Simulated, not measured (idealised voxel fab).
Name of the process module below: voxel ribs on slabs
Cross-section cut: width 235 nm, square cells of 5 nm.
Cross-section = grid of square cells, listed top down in bands; band = one or more rows. Per band: top height and bottom height in nm, followed by the left-to-right materials and their widths in nm; "full width" marks a single material spanning edge to edge, "air" marks empty space. Ref level 0: as-received wafer is one material below here. Bottom band extends down with no lower bound ("0 down"). Think of "30..40" as a width that walks from the first number to the second as you go down the band, top row to bottom row, taking equal-sized steps from row to row. "stayed the same" for a step: no cell of the cross-section changed in that step. Look at "Sealed internal voids" for the closed voids: empty spaces with no open path to the top, sized 8 cells or up. Each is width x height at distance, distance from the left edge, all nm. Where a step's line continues beyond its settings, the continuation is a remark by the simulator itself on that step. overlay nm: mask right of planned place by this much (step with mask). Neg. = left.
The planned process steps are enumerated hereunder:
1 RECEIVE [material Si]
2 DIRECTIONAL_DEP [material SiO2] [thk nm 25]
3 DIRECTIONAL_DEP [material polySi] [thk nm 25]
4 DIRECTIONAL_DEP [material aC] [thk nm 10]
5 PATTERN [tone cover] [mask id RIB] [material resist] [width nm 15] [thk nm 25] [overlay nm 0]
6 DIRECTIONAL_ETCH [etch materials aC] [depth nm 10]
7 STRIP [etch materials resist]
8 DIRECTIONAL_ETCH [etch materials polySi] [depth nm 10]
9 STRIP [etch materials aC]
10 DIRECTIONAL_DEP [material aC] [thk nm 15]
11 PATTERN [tone cover] [mask id SLAB] [material resist] [width nm 65] [thk nm 35] [overlay nm 0]
12 DIRECTIONAL_ETCH [etch materials aC] [depth nm 15]
13 STRIP [etch materials resist]
14 DIRECTIONAL_ETCH [etch materials polySi] [depth nm 15]
15 STRIP [etch materials aC]
16 FILL_DEP [material SiO2] [thk nm 30]
17 CMP [height nm 70]
18 DIRECTIONAL_DEP [material W] [thk nm 5]
19 PATTERN [tone cover] [mask id HEATER] [material resist] [width nm 35] [thk nm 15] [overlay nm 0]
20 DIRECTIONAL_ETCH [etch materials W] [depth nm 5]
21 STRIP [etch materials resist]
22 CONFORMAL_DEP [material SiN] [thk nm 5]
What sets these wafers apart? The width nm at step 5. They all start alike, and the plan carries the first wafer's value.
Cross-section of the first of several received wafers, showing its state after step 1:
- 0 down | Si full width
- Sealed internal voids: none
Take a look at the first of several wafers in cross-section: the module is done, and step 22 was its last step:
- 80 to 75 | air 95 / SiN 45 / air 95
- 75 to 70 | SiN 100 / W 35 / SiN 100
- 70 to 50 | SiO2 full width
- 50 to 40 | SiO2 110 / polySi 15 / SiO2 110
- 40 to 25 | SiO2 85 / polySi 65 / SiO2 85
- 25 to 0 | SiO2 full width
- 0 down | Si full width
- Sealed internal voids: none
Cross-section at module completion, last wafer:
- 80 to 75 | air 95 / SiN 45 / air 95
- 75 to 70 | SiN 100 / W 35 / SiN 100
- 70 to 50 | SiO2 full width
- 50 to 40 | SiO2 100 / polySi 40 / SiO2 95
- 40 to 25 | SiO2 85 / polySi 65 / SiO2 85
- 25 to 0 | SiO2 full width
- 0 down | Si full width
- Sealed internal voids: none
Per-wafer rows below. For each material: cells gained (+) or lost (-) since the wafer was received, as of end of module. Then: closed voids:
width nm 15, +49 SiN, +613 SiO2, +7 W, +45 polySi, Sealed internal voids: none
width nm 20, +49 SiN, +611 SiO2, +7 W, +47 polySi, Sealed internal voids: none
width nm 25, +49 SiN, +609 SiO2, +7 W, +49 polySi, Sealed internal voids: none
width nm 30, +49 SiN, +607 SiO2, +7 W, +51 polySi, Sealed internal voids: none
width nm 35, +49 SiN, +605 SiO2, +7 W, +53 polySi, Sealed internal voids: none
width nm 40, +49 SiN, +603 SiO2, +7 W, +55 polySi, Sealed internal voids: none
